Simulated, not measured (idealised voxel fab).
voxel capacitor over wiring: a process module
The width of the displayed cross-section, cut, is 190 nm; its cells are square, with a size of 5 nm.
Cross-section format: a grid of square cells, given as bands from top to bottom; each band is one or more rows of cells. Band entry format. Leading values: height of top, height of bottom, nm. Remainder: materials in left-to-right order, each with its width in nm. Special words: "edge to edge" on a single material, which then fills the band edge to edge; "empty", empty space. Basically, 0 is our baseline, since under it the wafer straight out of the box is all one material. The bottom band has no lower end and keeps on going down, so it looks like "0 nm and below". A two-number width, for instance "30..40", indicates that the width is equal to the first number in the top row of the band and to the second number in the bottom row, and that it changes by a constant amount per row of cells. "remained the same" (step): cross-section cells unchanged, all of them. Heads up: "Unvented voids" only lists the empty pockets with no open path to the top that are 8 cells or more, and it writes them as width x height at distance, distance from the left edge, in nm. Read whatever lies past the settings on a step's line as the simulator's own remark about the step. Among the settings permitted on a step's line is "overlay nm"; applied to a step with a mask, it specifies the extent to which the mask lay to the right of its planned position, whereas a negative figure signifies a position to the left.
plan:
1. RECEIVE [material Si]
2. CONFORMAL_DEP [material SiO2] [thk nm 10]
3. DIRECTIONAL_DEP [material TiN] [thk nm 5]
4. DIRECTIONAL_DEP [material W] [thk nm 25]
5. DIRECTIONAL_DEP [material aC] [thk nm 10]
6. PATTERN [tone cover] [mask id METAL_1] [material resist] [width nm 20] [pitch nm 75] [thk nm 30] [overlay nm 0]
7. DIRECTIONAL_ETCH [etch materials aC] [depth nm 10]
8. STRIP [etch materials resist]
9. DIRECTIONAL_ETCH [etch materials W] [depth nm 25]
10. DIRECTIONAL_ETCH [etch materials TiN] [depth nm 5]
11. STRIP [etch materials aC]
12. FILL_DEP [material lowk] [thk nm 10]
13. CMP [height nm 40]
14. CONFORMAL_DEP [material SiCN] [thk nm 5]
15. DIRECTIONAL_DEP [material lowk] [thk nm 15]
16. MASKED_ETCH [tone open] [mask id PLUG_1] [width nm 15] [etch materials lowk] [depth nm 15] [overlay nm 0]
17. MASKED_ETCH [tone open] [mask id PLUG_1] [width nm 15] [etch materials SiCN] [depth nm 5] [overlay nm 0]
18. CONFORMAL_DEP [material TiN] [thk nm 5]
19. FILL_DEP [material Cu] [thk nm 5]
20. CMP [height nm 60]
21. DIRECTIONAL_DEP [material TiN] [thk nm 10]
22. DIRECTIONAL_DEP [material SiN] [thk nm 5]
23. DIRECTIONAL_DEP [material TiN] [thk nm 10]
24. PATTERN [tone cover] [mask id UPPER_PLATE] [material resist] [width nm 60] [thk nm 15] [overlay nm 0]
25. DIRECTIONAL_ETCH [etch materials TiN] [depth nm 10]
26. DIRECTIONAL_ETCH [etch materials SiN] [depth nm 5]
27. STRIP [etch materials resist]
28. PATTERN [tone cover] [mask id LOWER_PLATE] [material resist] [width nm 70] [thk nm 15] [overlay nm 0]
29. DIRECTIONAL_ETCH [etch materials TiN] [depth nm 10]
30. STRIP [etch materials resist]
31. FILL_DEP [material SiO2] [thk nm 20]
32. CMP [height nm 100]
33. MASKED_ETCH [tone open] [mask id PLUG_2] [width nm 15] [etch materials SiO2] [depth nm 15] [overlay nm 0]
34. CONFORMAL_DEP [material TiN] [thk nm 5]
35. FILL_DEP [material Cu] [thk nm 10]
36. CMP [height nm 100]
37. CONFORMAL_DEP [material SiCN] [thk nm 5]
Wafer at receipt (post step 1), cross-section:
0 nm and below | Si edge to edge
Unvented voids: none
First of two wafers: cross-section at end of module, run per plan:
105 nm to 100 nm | SiCN edge to edge
100 nm to 90 nm | SiO2 (60)  TiN (5)  Cu (5)  TiN (5)  SiO2 (115)
90 nm to 85 nm | SiO2 (60)  TiN (15)  SiO2 (115)
85 nm to 75 nm | SiO2 (50)  TiN (60)  SiO2 (80)
75 nm to 70 nm | SiO2 (50)  SiN (60)  SiO2 (80)
70 nm to 60 nm | SiO2 (45)  TiN (70)  SiO2 (75)
60 nm to 45 nm | lowk (50)  TiN (5)  Cu (5)  TiN (5)  lowk (125)
45 nm to 40 nm | SiCN (50)  TiN (15)  SiCN (125)
40 nm to 15 nm | lowk (45)  W (20)  lowk (55)  W (20)  lowk (50)
15 nm to 10 nm | lowk (45)  TiN (20)  lowk (55)  TiN (20)  lowk (50)
10 nm to 0 nm | SiO2 edge to edge
0 nm and below | Si edge to edge
Unvented voids: none
End of module, second wafer, cross-section. Started like the first, planned like the first, run with one mistake:
105 nm to 100 nm | SiCN edge to edge
100 nm to 90 nm | SiO2 (60)  TiN (5)  Cu (5)  TiN (5)  SiO2 (115)
90 nm to 85 nm | SiO2 (60)  TiN (15)  SiO2 (115)
85 nm to 75 nm | SiO2 (50)  TiN (60)  SiO2 (80)
75 nm to 70 nm | SiO2 (50)  SiN (60)  SiO2 (80)
70 nm to 60 nm | SiO2 (45)  TiN (70)  SiO2 (75)
60 nm to 45 nm | lowk (50)  TiN (5)  Cu (5)  TiN (5)  lowk (125)
45 nm to 40 nm | SiCN (50)  TiN (15)  SiCN (125)
40 nm to 30 nm | lowk edge to edge
30 nm to 5 nm | lowk (45)  W (20)  lowk (55)  W (20)  lowk (50)
5 nm to 0 nm | lowk (45)  TiN (20)  lowk (55)  TiN (20)  lowk (50)
0 nm and below | Si edge to edge
Unvented voids: none
So what did we get wrong on this run? the plan's step 2 went unexecuted, having been skipped
Cell-count delta at end, second wafer over first, by material: SiO2 -76; lowk +76
